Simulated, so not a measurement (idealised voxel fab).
process module | voxel capacitor over wiring
cross-section cut | 145 nm wide | cells 5 nm
A cross-section is a grid of square cells, given in bands from the top down. A band is one or more rows of cells.
Each band's line starts with the height of the band's top and of its bottom, in nm. Then come its materials from left to right, each with its width in nm. One material with "throughout" fills the band from edge to edge. "air" is empty space.
Height 0 is the level under which the wafer as received is all one material. The lowest band goes on downwards, as in "0 down".
A width such as "30 to 40" changes by the same amount from each row of cells to the next, from the band's top row to its bottom row.
"no change" after a step means that no cell of the cross-section changed.
closed voids: empty space of 8 cells or more with no open way to the top, each as width x height at its distance from the left edge, in nm
after a step's settings: what the simulator itself notes on the step
overlay nm, on a step with a mask: how far to the right of its planned place the mask lay; to the left if negative
plan
1 op RECEIVE | material Si
2 op CONFORMAL_DEP | material SiO2 | thk nm 15
3 op CONFORMAL_DEP | material SiCN | thk nm 5
4 op DIRECTIONAL_DEP | material lowk | thk nm 15
5 op PATTERN | tone open | mask id METAL_1 | material resist | width nm 25 | pitch nm 90 | thk nm 15 | overlay nm 0
6 op DIRECTIONAL_ETCH | etch materials lowk | depth nm 15
7 op DIRECTIONAL_ETCH | etch materials SiCN | depth nm 5
8 op STRIP | etch materials resist
9 op CONFORMAL_DEP | material TiN | thk nm 5
10 op FILL_DEP | material Ru | thk nm 5
11 op CMP | height nm 35
12 op EPI | material Ru | thk nm 5
13 op FILL_DEP | material SiCN | thk nm 5
14 op DIRECTIONAL_DEP | material lowk | thk nm 10
15 op MASKED_ETCH | tone open | mask id PLUG_1 | width nm 15 | etch materials lowk | depth nm 10 | overlay nm 0
16 op MASKED_ETCH | tone open | mask id PLUG_1 | width nm 15 | etch materials SiCN | depth nm 5 | overlay nm 0
17 op CONFORMAL_DEP | material TiN | thk nm 5
18 op FILL_DEP | material Ru | thk nm 5
19 op CMP | height nm 55
20 op DIRECTIONAL_DEP | material TiN | thk nm 10
21 op DIRECTIONAL_DEP | material SiN | thk nm 5
22 op DIRECTIONAL_DEP | material TiN | thk nm 5
23 op PATTERN | tone cover | mask id UPPER_PLATE | material resist | width nm 70 | thk nm 20 | overlay nm 0
24 op DIRECTIONAL_ETCH | etch materials TiN | depth nm 5
25 op DIRECTIONAL_ETCH | etch materials SiN | depth nm 5
26 op STRIP | etch materials resist
27 op MASKED_ETCH | tone cover | mask id LOWER_PLATE | width nm 80 | etch materials TiN | depth nm 10 | overlay nm 0
28 op FILL_DEP | material SiO2 | thk nm 15
29 op CMP | height nm 85
30 op PATTERN | tone open | mask id PLUG_2 | material resist | width nm 15 | thk nm 20 | overlay nm 0
31 op DIRECTIONAL_ETCH | etch materials SiO2 | depth nm 10
32 op STRIP | etch materials resist
33 op CONFORMAL_DEP | material TiN | thk nm 5
34 op FILL_DEP | material Ru | thk nm 10
35 op CMP | height nm 85
36 op CONFORMAL_DEP | material SiCN | thk nm 5
as received, after step 1
  0 down: Si throughout
  closed voids: none
a wafer at the end: this start, this plan, one mistake
  90 to 85: SiCN throughout
  85 to 80: SiO2 35 | TiN 5 | Ru 5 | TiN 5 | SiO2 95
  80 to 70: SiO2 35 to 25 | TiN 15 to 70 | SiO2 95 to 50
  70 to 65: SiO2 25 | SiN 70 | SiO2 50
  65 to 55: SiO2 20 | TiN 80 | SiO2 45
  55 to 45: lowk 25 | TiN 5 | Ru 5 | TiN 5 | lowk 105
  45 to 40: SiCN 25 | TiN 15 | SiCN 105
  40 to 35: SiCN 10 | Ru 35 | SiCN 55 | Ru 35 | SiCN 10
  35 to 30: lowk 15 | TiN 5 | Ru 15 | TiN 5 | lowk 65 | TiN 5 | Ru 15 | TiN 5 | lowk 15
  30 to 25: SiCN 15 | TiN 25 | SiCN 65 | TiN 25 | SiCN 15
  25 to 15: SiCN throughout
  15 to 0: SiO2 throughout
  0 down: Si throughout
  closed voids: none
what went wrong: step 3 ran as: op CONFORMAL_DEP | material SiCN | thk nm 15
